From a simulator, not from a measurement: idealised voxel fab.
process module | voxel transistor to metal
cross-section cut | 165 nm wide | cells 5 nm
A cross-section is a grid of square cells, given in bands from the top down. A band is one or more rows of cells.
Each band's line starts with the height of the band's top and of its bottom, in nm. Then come its materials from left to right, each with its width in nm. One material with "throughout" fills the band from edge to edge. "air" is empty space.
Height 0 is the level under which the wafer as received is all one material. The lowest band goes on downwards, as in "0 down".
A width such as "30 to 40" changes by the same amount from each row of cells to the next, from the band's top row to its bottom row.
"no change" after a step means that no cell of the cross-section changed.
closed voids: empty space of 8 cells or more with no open way to the top, each as width x height at its distance from the left edge, in nm
after a step's settings: what the simulator itself notes on the step
overlay nm, on a step with a mask: how far to the right of its planned place the mask lay; to the left if negative
Each pair below shows a cross-section before one step and the cross-section after it, down to the lowest band that changed. The line under each pair gives the step between them, with its settings. The pairs can come from different runs of this module on the same starting wafer, so a pair continues from the pair above only where its "before" says so.
before
  80 to 60: air 45 | Ru 15 | air 65 | Ru 15 | air 25
  60 to 55: air 45 | TiN 15 | air 65 | TiN 15 | air 25
  55 to 45: SiO2 35 | TiN 5 | Ru 20 | TiN 5 | SiO2 35 | TiN 5 | Ru 20 | TiN 5 | SiO2 35
  45 to 40: SiO2 35 | TiN 5 | Ru 15 | TiN 10 | SiO2 35 | TiN 10 | Ru 15 | TiN 5 | SiO2 35
  40 to 30: SiO2 35 | TiN 5 | Ru 15 | TiN 5 | SiN 10 | SiCN 25 | SiN 10 | TiN 5 | Ru 15 | TiN 5 | SiO2 35
  30 to 5: SiO2 35 | TiN 5 | Ru 15 | TiN 5 | SiN 10 | polySi 25 | SiN 10 | TiN 5 | Ru 15 | TiN 5 | SiO2 35
  5 to 0: SiO2 25 | SiN 10 | TiN 10 | Ru 5 | TiN 10 | SiN 10 | polySi 25 | SiN 10 | TiN 10 | Ru 5 | TiN 10 | SiN 10 | SiO2 25
  0 to -5: SiO2 35 | pSi 5 | TiN 15 | pSi 5 | SiO2 45 | pSi 5 | TiN 15 | pSi 5 | SiO2 35
  -5 to -10: SiO2 30 | Si 5 | pSi 25 | Si 45 | pSi 25 | Si 5 | SiO2 30
  -10 to -35: SiO2 30 | Si 105 | SiO2 30
  -35 down: Si throughout
  closed voids: none
after
  85 to 80: air 40 | SiN 25 | air 55 | SiN 25 | air 20
  80 to 60: air 40 | SiN 5 | Ru 15 | SiN 5 | air 55 | SiN 5 | Ru 15 | SiN 5 | air 20
  60 to 55: SiN 45 | TiN 15 | SiN 65 | TiN 15 | SiN 25
  below 55: unchanged
  closed voids: none
the step between: op CONFORMAL_DEP | material SiN | thk nm 5
before: the cross-section after the pair above
after
  95 to 85: lowk throughout
  85 to 80: lowk 40 | SiN 25 | lowk 55 | SiN 25 | lowk 20
  80 to 60: lowk 40 | SiN 5 | Ru 15 | SiN 5 | lowk 55 | SiN 5 | Ru 15 | SiN 5 | lowk 20
  below 60: unchanged
  closed voids: none
the step between: op FILL_DEP | material lowk | thk nm 10
before: the cross-section after the pair above
after
  80 to 60: lowk 40 | SiN 5 | Ru 15 | SiN 5 | lowk 55 | SiN 5 | Ru 15 | SiN 5 | lowk 20
  below 60: unchanged
  closed voids: none
the step between: op CMP | height nm 80
before: the cross-section after the pair above
after
  85 to 80: SiN throughout
  below 80: unchanged
  closed voids: none
the step between: op CONFORMAL_DEP | material SiN | thk nm 5
before
  0 down: Si throughout
  closed voids: none
after
  5 to 0: lowk throughout
  below 0: unchanged
  closed voids: none
the step between: op CONFORMAL_DEP | material lowk | thk nm 5
before: the cross-section after the pair above
after
  15 to 5: SiN throughout
  below 5: unchanged
  closed voids: none
the step between: op CONFORMAL_DEP | material SiN | thk nm 10
before: the cross-section after the pair above
after
  30 to 15: aC throughout
  below 15: unchanged
  closed voids: none
the step between: op DIRECTIONAL_DEP | material aC | thk nm 15
before: the cross-section after the pair above
after
  60 to 30: air 30 | resist 105 | air 30
  below 30: unchanged
  closed voids: none
the step between: op PATTERN | tone cover | mask id ACTIVE | material resist | width nm 105 | thk nm 30 | overlay nm 0
before: the cross-section after the pair above
after
  45 to 30: air 30 | resist 105 | air 30
  30 to 15: air 30 | aC 105 | air 30
  below 15: unchanged
  closed voids: none
the step between: op DIRECTIONAL_ETCH | etch materials aC | depth nm 15
before: the cross-section after the pair above
after
  30 to 15: air 30 | aC 105 | air 30
  below 15: unchanged
  closed voids: none
the step between: op STRIP | etch materials resist
before: the cross-section after the pair above
after
  30 to 15: air 30 | aC 105 | air 30
  15 to 5: air 30 | SiN 105 | air 30
  below 5: unchanged
  closed voids: none
the step between: op DIRECTIONAL_ETCH | etch materials SiN | depth nm 10
before: the cross-section after the pair above
after
  15 to 5: air 30 | SiN 105 | air 30
  below 5: unchanged
  closed voids: none
the step between: op STRIP | etch materials aC
before: the cross-section after the pair above
after
  25 to 15: SiO2 throughout
  15 to 5: SiO2 30 | SiN 105 | SiO2 30
  below 5: unchanged
  closed voids: none
the step between: op FILL_DEP | material SiO2 | thk nm 10
before: the cross-section after the pair above
after
  15 to 5: SiO2 30 | SiN 105 | SiO2 30
  below 5: unchanged
  closed voids: none
the step between: op CMP | height nm 15
before: the cross-section after the pair above
after
  15 to 10: air 30 | SiN 105 | air 30
  below 10: unchanged
  closed voids: none
the step between: op SELECTIVE_ETCH | etch materials SiO2 | depth nm 5
before: the cross-section after the pair above
after
  10 to 5: SiO2 30 | air 105 | SiO2 30
  below 5: unchanged
  closed voids: none
the step between: op STRIP | etch materials SiN
before: the cross-section after the pair above
after
  5 to 0: lowk throughout
  below 0: unchanged
  closed voids: none
the step between: op SELECTIVE_ETCH | etch materials SiO2 | depth nm 5
before: the cross-section after the pair above
after
  35 to 5: polySi throughout
  below 5: unchanged
  closed voids: none
the step between: op DIRECTIONAL_DEP | material polySi | thk nm 30
before: the cross-section after the pair above
after
  45 to 35: SiCN throughout
  below 35: unchanged
  closed voids: none
the step between: op DIRECTIONAL_DEP | material SiCN | thk nm 10
before: the cross-section after the pair above
after
  65 to 45: air 70 | resist 25 | air 70
  below 45: unchanged
  closed voids: none
the step between: op PATTERN | tone cover | mask id GATE | material resist | width nm 25 | thk nm 20 | overlay nm 0
before: the cross-section after the pair above
after
  65 to 45: air 70 | resist 25 | air 70
  45 to 35: air 70 | SiCN 25 | air 70
  below 35: unchanged
  closed voids: none
the step between: op DIRECTIONAL_ETCH | etch materials SiCN | depth nm 20
before: the cross-section after the pair above
after
  65 to 45: air 70 | resist 25 | air 70
  45 to 35: air 70 | SiCN 25 | air 70
  35 to 5: air 70 | polySi 25 | air 70
  below 5: unchanged
  closed voids: none
the step between: op DIRECTIONAL_ETCH | etch materials polySi | depth nm 40
before: the cross-section after the pair above
after
  45 to 35: air 70 | SiCN 25 | air 70
  below 35: unchanged
  closed voids: none
the step between: op STRIP | etch materials resist
before: the cross-section after the pair above
after
  55 to 45: air 60 | SiN 45 | air 60
  45 to 35: air 60 | SiN 10 | SiCN 25 | SiN 10 | air 60
  35 to 15: air 60 | SiN 10 | polySi 25 | SiN 10 | air 60
  15 to 5: SiN 70 | polySi 25 | SiN 70
  below 5: unchanged
  closed voids: none
the step between: op CONFORMAL_DEP | material SiN | thk nm 10
before: the cross-section after the pair above
after
  45 to 35: air 60 | SiN 10 | SiCN 25 | SiN 10 | air 60
  35 to 5: air 60 | SiN 10 | polySi 25 | SiN 10 | air 60
  below 5: unchanged
  closed voids: none
the step between: op DIRECTIONAL_ETCH | etch materials SiN | depth nm 10
before: the cross-section after the pair above
after
  55 to 45: SiO2 throughout
  45 to 35: SiO2 60 | SiN 10 | SiCN 25 | SiN 10 | SiO2 60
  35 to 5: SiO2 60 | SiN 10 | polySi 25 | SiN 10 | SiO2 60
  below 5: unchanged
  closed voids: none
the step between: op FILL_DEP | material SiO2 | thk nm 10
before: the cross-section after the pair above
after
  40 to 35: SiO2 60 | SiN 10 | SiCN 25 | SiN 10 | SiO2 60
  below 35: unchanged
  closed voids: none
the step between: op CMP | height nm 40
before: the cross-section after the pair above
after
  55 to 40: SiO2 throughout
  below 40: unchanged
  closed voids: none
the step between: op DIRECTIONAL_DEP | material SiO2 | thk nm 15
before: the cross-section after the pair above
after
  75 to 55: resist 35 | air 30 | resist 35 | air 30 | resist 35
  below 55: unchanged
  closed voids: none
the step between: op PATTERN | tone open | mask id CONTACT | material resist | width nm 30 | pitch nm 65 | thk nm 20 | overlay nm 0
before: the cross-section after the pair above
after
  75 to 55: resist 35 | air 30 | resist 35 | air 30 | resist 35
  55 to 40: SiO2 35 | air 30 | SiO2 35 | air 30 | SiO2 35
  40 to 35: SiO2 35 | air 25 | SiN 10 | SiCN 25 | SiN 10 | air 25 | SiO2 35
  35 to 5: SiO2 35 | air 25 | SiN 10 | polySi 25 | SiN 10 | air 25 | SiO2 35
  below 5: unchanged
  closed voids: none
the step between: op DIRECTIONAL_ETCH | etch materials SiO2 | depth nm 60
before: the cross-section after the pair above
after
  55 to 40: SiO2 35 | air 30 | SiO2 35 | air 30 | SiO2 35
  below 40: unchanged
  closed voids: none
the step between: op STRIP | etch materials resist
before: the cross-section after the pair above
after
  60 to 55: TiN 40 | air 20 | TiN 45 | air 20 | TiN 40
  55 to 45: SiO2 35 | TiN 5 | air 20 | TiN 5 | SiO2 35 | TiN 5 | air 20 | TiN 5 | SiO2 35
  45 to 40: SiO2 35 | TiN 5 | air 15 | TiN 10 | SiO2 35 | TiN 10 | air 15 | TiN 5 | SiO2 35
  40 to 35: SiO2 35 | TiN 5 | air 15 | TiN 5 | SiN 10 | SiCN 25 | SiN 10 | TiN 5 | air 15 | TiN 5 | SiO2 35
  35 to 10: SiO2 35 | TiN 5 | air 15 | TiN 5 | SiN 10 | polySi 25 | SiN 10 | TiN 5 | air 15 | TiN 5 | SiO2 35
  10 to 5: SiO2 35 | TiN 25 | SiN 10 | polySi 25 | SiN 10 | TiN 25 | SiO2 35
  below 5: unchanged
  closed voids: none
the step between: op CONFORMAL_DEP | material TiN | thk nm 5
before: the cross-section after the pair above
after
  65 to 60: Ru throughout
  60 to 55: TiN 40 | Ru 20 | TiN 45 | Ru 20 | TiN 40
  55 to 45: SiO2 35 | TiN 5 | Ru 20 | TiN 5 | SiO2 35 | TiN 5 | Ru 20 | TiN 5 | SiO2 35
  45 to 40: SiO2 35 | TiN 5 | Ru 15 | TiN 10 | SiO2 35 | TiN 10 | Ru 15 | TiN 5 | SiO2 35
  40 to 35: SiO2 35 | TiN 5 | Ru 15 | TiN 5 | SiN 10 | SiCN 25 | SiN 10 | TiN 5 | Ru 15 | TiN 5 | SiO2 35
  35 to 10: SiO2 35 | TiN 5 | Ru 15 | TiN 5 | SiN 10 | polySi 25 | SiN 10 | TiN 5 | Ru 15 | TiN 5 | SiO2 35
  below 10: unchanged
  closed voids: none
the step between: op FILL_DEP | material Ru | thk nm 5
before: the cross-section after the pair above
after
  55 to 45: SiO2 35 | TiN 5 | Ru 20 | TiN 5 | SiO2 35 | TiN 5 | Ru 20 | TiN 5 | SiO2 35
  below 45: unchanged
  closed voids: none
the step between: op CMP | height nm 55
before: the cross-section after the pair above
after
  60 to 55: TiN throughout
  below 55: unchanged
  closed voids: none
the step between: op DIRECTIONAL_DEP | material TiN | thk nm 5
before: the cross-section after the pair above
after
  80 to 60: Ru throughout
  below 60: unchanged
  closed voids: none
the step between: op DIRECTIONAL_DEP | material Ru | thk nm 20
before: the cross-section after the pair above
after
  100 to 80: air 35 | resist 15 | air 65 | resist 15 | air 35
  below 80: unchanged
  closed voids: none
the step between: op PATTERN | tone cover | mask id METAL_1 | material resist | width nm 15 | pitch nm 80 | thk nm 20 | overlay nm 0
before: the cross-section after the pair above
after
  100 to 80: air 35 | resist 15 | air 65 | resist 15 | air 35
  80 to 60: air 35 | Ru 15 | air 65 | Ru 15 | air 35
  below 60: unchanged
  closed voids: none
the step between: op DIRECTIONAL_ETCH | etch materials Ru | depth nm 20
before: the cross-section after the pair above
after
  100 to 80: air 35 | resist 15 | air 65 | resist 15 | air 35
  80 to 60: air 35 | Ru 15 | air 65 | Ru 15 | air 35
  60 to 55: air 35 | TiN 15 | air 65 | TiN 15 | air 35
  below 55: unchanged
  closed voids: none
the step between: op DIRECTIONAL_ETCH | etch materials TiN | depth nm 5
before: the cross-section after the pair above
after
  80 to 60: air 35 | Ru 15 | air 65 | Ru 15 | air 35
  below 60: unchanged
  closed voids: none
the step between: op STRIP | etch materials resist
before: the cross-section after the pair above
after
  85 to 80: air 30 | SiN 25 | air 55 | SiN 25 | air 30
  80 to 60: air 30 | SiN 5 | Ru 15 | SiN 5 | air 55 | SiN 5 | Ru 15 | SiN 5 | air 30
  60 to 55: SiN 35 | TiN 15 | SiN 65 | TiN 15 | SiN 35
  below 55: unchanged
  closed voids: none
the step between: op CONFORMAL_DEP | material SiN | thk nm 5
before: the cross-section after the pair above
after
  95 to 85: lowk throughout
  85 to 80: lowk 30 | SiN 25 | lowk 55 | SiN 25 | lowk 30
  80 to 60: lowk 30 | SiN 5 | Ru 15 | SiN 5 | lowk 55 | SiN 5 | Ru 15 | SiN 5 | lowk 30
  below 60: unchanged
  closed voids: none
the step between: op FILL_DEP | material lowk | thk nm 10
before: the cross-section after the pair above
after
  80 to 60: lowk 30 | SiN 5 | Ru 15 | SiN 5 | lowk 55 | SiN 5 | Ru 15 | SiN 5 | lowk 30
  below 60: unchanged
  closed voids: none
the step between: op CMP | height nm 80
before: the cross-section after the pair above
after
  85 to 80: SiN throughout
  below 80: unchanged
  closed voids: none
the step between: op CONFORMAL_DEP | material SiN | thk nm 5
before
  55 to 40: SiO2 throughout
  40 to 30: SiO2 60 | SiN 10 | SiCN 25 | SiN 10 | SiO2 60
  30 to 5: SiO2 60 | SiN 10 | polySi 25 | SiN 10 | SiO2 60
  5 to 0: SiO2 25 | SiN 10 | SiO2 25 | SiN 10 | polySi 25 | SiN 10 | SiO2 25 | SiN 10 | SiO2 25
  0 to -5: SiO2 35 | pSi 5 | SiO2 15 | pSi 5 | SiO2 45 | pSi 5 | SiO2 15 | pSi 5 | SiO2 35
  -5 to -10: SiO2 30 | Si 5 | pSi 25 | Si 45 | pSi 25 | Si 5 | SiO2 30
  -10 to -35: SiO2 30 | Si 105 | SiO2 30
  -35 down: Si throughout
  closed voids: none
after
  75 to 55: air 35 | resist 30 | air 35 | resist 30 | air 35
  below 55: unchanged
  closed voids: none
the step between: op PATTERN | tone cover | mask id CONTACT | material resist | width nm 30 | pitch nm 65 | thk nm 20 | overlay nm 0
before: the cross-section after the pair above
after
  75 to 55: air 35 | resist 30 | air 35 | resist 30 | air 35
  55 to 40: air 35 | SiO2 30 | air 35 | SiO2 30 | air 35
  40 to 30: air 35 | SiO2 25 | SiN 10 | SiCN 25 | SiN 10 | SiO2 25 | air 35
  30 to 5: air 35 | SiO2 25 | SiN 10 | polySi 25 | SiN 10 | SiO2 25 | air 35
  5 to 0: air 25 | SiN 10 | SiO2 25 | SiN 10 | polySi 25 | SiN 10 | SiO2 25 | SiN 10 | air 25
  0 to -5: air 25 | SiO2 10 | pSi 5 | SiO2 15 | pSi 5 | SiO2 45 | pSi 5 | SiO2 15 | pSi 5 | SiO2 10 | air 25
  below -5: unchanged
  closed voids: none
the step between: op DIRECTIONAL_ETCH | etch materials SiO2 | depth nm 60
before: the cross-section after the pair above
after
  55 to 40: air 35 | SiO2 30 | air 35 | SiO2 30 | air 35
  below 40: unchanged
  closed voids: none
the step between: op STRIP | etch materials resist
before: the cross-section after the pair above
after
  60 to 55: air 30 | TiN 40 | air 25 | TiN 40 | air 30
  55 to 45: air 30 | TiN 5 | SiO2 30 | TiN 5 | air 25 | TiN 5 | SiO2 30 | TiN 5 | air 30
  45 to 40: air 30 | TiN 5 | SiO2 30 | TiN 35 | SiO2 30 | TiN 5 | air 30
  40 to 30: air 30 | TiN 5 | SiO2 25 | SiN 10 | SiCN 25 | SiN 10 | SiO2 25 | TiN 5 | air 30
  30 to 10: air 30 | TiN 5 | SiO2 25 | SiN 10 | polySi 25 | SiN 10 | SiO2 25 | TiN 5 | air 30
  10 to 5: air 20 | TiN 15 | SiO2 25 | SiN 10 | polySi 25 | SiN 10 | SiO2 25 | TiN 15 | air 20
  5 to 0: air 20 | TiN 5 | SiN 10 | SiO2 25 | SiN 10 | polySi 25 | SiN 10 | SiO2 25 | SiN 10 | TiN 5 | air 20
  0 to -5: TiN 25 | SiO2 10 | pSi 5 | SiO2 15 | pSi 5 | SiO2 45 | pSi 5 | SiO2 15 | pSi 5 | SiO2 10 | TiN 25
  below -5: unchanged
  closed voids: none
the step between: op CONFORMAL_DEP | material TiN | thk nm 5
before: the cross-section after the pair above
after
  65 to 60: Ru throughout
  60 to 55: Ru 30 | TiN 40 | Ru 25 | TiN 40 | Ru 30
  55 to 45: Ru 30 | TiN 5 | SiO2 30 | TiN 5 | Ru 25 | TiN 5 | SiO2 30 | TiN 5 | Ru 30
  45 to 40: Ru 30 | TiN 5 | SiO2 30 | TiN 35 | SiO2 30 | TiN 5 | Ru 30
  40 to 30: Ru 30 | TiN 5 | SiO2 25 | SiN 10 | SiCN 25 | SiN 10 | SiO2 25 | TiN 5 | Ru 30
  30 to 10: Ru 30 | TiN 5 | SiO2 25 | SiN 10 | polySi 25 | SiN 10 | SiO2 25 | TiN 5 | Ru 30
  10 to 5: Ru 20 | TiN 15 | SiO2 25 | SiN 10 | polySi 25 | SiN 10 | SiO2 25 | TiN 15 | Ru 20
  5 to 0: Ru 20 | TiN 5 | SiN 10 | SiO2 25 | SiN 10 | polySi 25 | SiN 10 | SiO2 25 | SiN 10 | TiN 5 | Ru 20
  below 0: unchanged
  closed voids: none
the step between: op FILL_DEP | material Ru | thk nm 5
before: the cross-section after the pair above
after
  55 to 45: Ru 30 | TiN 5 | SiO2 30 | TiN 5 | Ru 25 | TiN 5 | SiO2 30 | TiN 5 | Ru 30
  below 45: unchanged
  closed voids: none
the step between: op CMP | height nm 55
before: the cross-section after the pair above
after
  60 to 55: TiN throughout
  below 55: unchanged
  closed voids: none
the step between: op DIRECTIONAL_DEP | material TiN | thk nm 5
before: the cross-section after the pair above
after
  80 to 60: Ru throughout
  below 60: unchanged
  closed voids: none
the step between: op DIRECTIONAL_DEP | material Ru | thk nm 20
before: the cross-section after the pair above
after
  100 to 80: air 35 | resist 15 | air 65 | resist 15 | air 35
  below 80: unchanged
  closed voids: none
the step between: op PATTERN | tone cover | mask id METAL_1 | material resist | width nm 15 | pitch nm 80 | thk nm 20 | overlay nm 0
before: the cross-section after the pair above
after
  100 to 80: air 35 | resist 15 | air 65 | resist 15 | air 35
  80 to 60: air 35 | Ru 15 | air 65 | Ru 15 | air 35
  below 60: unchanged
  closed voids: none
the step between: op DIRECTIONAL_ETCH | etch materials Ru | depth nm 20
before: the cross-section after the pair above
after
  100 to 80: air 35 | resist 15 | air 65 | resist 15 | air 35
  80 to 60: air 35 | Ru 15 | air 65 | Ru 15 | air 35
  60 to 55: air 35 | TiN 15 | air 65 | TiN 15 | air 35
  below 55: unchanged
  closed voids: none
the step between: op DIRECTIONAL_ETCH | etch materials TiN | depth nm 5
before: the cross-section after the pair above
after
  80 to 60: air 35 | Ru 15 | air 65 | Ru 15 | air 35
  below 60: unchanged
  closed voids: none
the step between: op STRIP | etch materials resist
before: the cross-section after the pair above
after
  85 to 80: air 30 | SiN 25 | air 55 | SiN 25 | air 30
  80 to 60: air 30 | SiN 5 | Ru 15 | SiN 5 | air 55 | SiN 5 | Ru 15 | SiN 5 | air 30
  60 to 55: SiN 35 | TiN 15 | SiN 65 | TiN 15 | SiN 35
  below 55: unchanged
  closed voids: none
the step between: op CONFORMAL_DEP | material SiN | thk nm 5
before: the cross-section after the pair above
after
  95 to 85: lowk throughout
  85 to 80: lowk 30 | SiN 25 | lowk 55 | SiN 25 | lowk 30
  80 to 60: lowk 30 | SiN 5 | Ru 15 | SiN 5 | lowk 55 | SiN 5 | Ru 15 | SiN 5 | lowk 30
  below 60: unchanged
  closed voids: none
the step between: op FILL_DEP | material lowk | thk nm 10
before: the cross-section after the pair above
after
  80 to 60: lowk 30 | SiN 5 | Ru 15 | SiN 5 | lowk 55 | SiN 5 | Ru 15 | SiN 5 | lowk 30
  below 60: unchanged
  closed voids: none
the step between: op CMP | height nm 80
before: the cross-section after the pair above
after
  85 to 80: SiN throughout
  below 80: unchanged
  closed voids: none
the step between: op CONFORMAL_DEP | material SiN | thk nm 5
